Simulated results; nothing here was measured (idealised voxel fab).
process module | voxel quadruple lines
cross-section cut | 290 nm wide | cells 5 nm
A cross-section is a grid of square cells, given in bands from the top down. A band is one or more rows of cells.
Each band's line starts with the height of the band's top and of its bottom, in nm. Then come its materials from left to right, each with its width in nm. One material with "throughout" fills the band from edge to edge. "air" is empty space.
Height 0 is the level under which the wafer as received is all one material. The lowest band goes on downwards, as in "0 down".
A width such as "30 to 40" changes by the same amount from each row of cells to the next, from the band's top row to its bottom row.
"no change" after a step means that no cell of the cross-section changed.
closed voids: empty space of 8 cells or more with no open way to the top, each as width x height at its distance from the left edge, in nm
after a step's settings: what the simulator itself notes on the step
overlay nm, on a step with a mask: how far to the right of its planned place the mask lay; to the left if negative
plan
1 op RECEIVE | material Si
2 op CONFORMAL_DEP | material SiO2 | thk nm 10
3 op DIRECTIONAL_DEP | material TiN | thk nm 15
4 op DIRECTIONAL_DEP | material polySi | thk nm 20
5 op DIRECTIONAL_DEP | material aC | thk nm 20
6 op PATTERN | tone cover | mask id MANDREL | material resist | width nm 35 | thk nm 25 | overlay nm 0
7 op DIRECTIONAL_ETCH | etch materials aC | depth nm 20
8 op STRIP | etch materials resist
9 op CONFORMAL_DEP | material SiO2 | thk nm 15
10 op DIRECTIONAL_ETCH | etch materials SiO2 | depth nm 15
11 op STRIP | etch materials aC
12 op DIRECTIONAL_ETCH | etch materials polySi | depth nm 20
13 op STRIP | etch materials SiO2
14 op CONFORMAL_DEP | material SiN | thk nm 10
15 op DIRECTIONAL_ETCH | etch materials SiN | depth nm 10
16 op STRIP | etch materials polySi
17 op DIRECTIONAL_ETCH | etch materials TiN | depth nm 15
18 op STRIP | etch materials SiN
19 op FILL_DEP | material lowk | thk nm 10
20 op CMP | height nm 25
as received, after step 1
  0 down: Si throughout
  closed voids: none
a wafer at the end: this start, this plan, one mistake
  30 to 25: lowk throughout
  25 to 10: lowk 100 | TiN 10 | lowk 15 | TiN 10 | lowk 15 | TiN 10 | lowk 15 | TiN 10 | lowk 105
  10 to 0: SiO2 throughout
  0 down: Si throughout
  closed voids: none
what went wrong: step 20 ran as: op CMP | height nm 30
